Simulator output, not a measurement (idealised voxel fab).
process module | voxel released beams
cross-section cut | 285 nm wide | cells 5 nm
A cross-section is a grid of square cells, given in bands from the top down. A band is one or more rows of cells.
Each band's line starts with the height of the band's top and of its bottom, in nm. Then come its materials from left to right, each with its width in nm. One material with "throughout" fills the band from edge to edge. "air" is empty space.
Height 0 is the level under which the wafer as received is all one material. The lowest band goes on downwards, as in "0 down".
A width such as "30 to 40" changes by the same amount from each row of cells to the next, from the band's top row to its bottom row.
"no change" after a step means that no cell of the cross-section changed.
closed voids: empty space of 8 cells or more with no open way to the top, each as width x height at its distance from the left edge, in nm
after a step's settings: what the simulator itself notes on the step
overlay nm, on a step with a mask: how far to the right of its planned place the mask lay; to the left if negative
plan
1 op RECEIVE | material Si
2 op CONFORMAL_DEP | material Al2O3 | thk nm 5
3 op DIRECTIONAL_DEP | material SiO2 | thk nm 20
4 op PATTERN | tone open | mask id ANCHOR | material resist | width nm 35 | thk nm 15 | overlay nm 0
5 op DIRECTIONAL_ETCH | etch materials SiO2 | depth nm 20
6 op STRIP | etch materials resist
7 op CONFORMAL_DEP | material W | thk nm 15
8 op MASKED_ETCH | tone cover | mask id BEAM | width nm 95 | etch materials W | depth nm 15 | overlay nm 0
9 op STRIP | etch materials SiO2
as received, after step 1
  0 down: Si throughout
  closed voids: none
a wafer at the end: this start, this plan, one mistake
  50 to 35: air 90 | W 95 | air 100
  35 to 25: W throughout
  25 to 5: SiO2 95 | W 35 | SiO2 155
  5 to 0: Al2O3 throughout
  0 down: Si throughout
  closed voids: none
what went wrong: step 7 ran as: op CONFORMAL_DEP | material W | thk nm 25
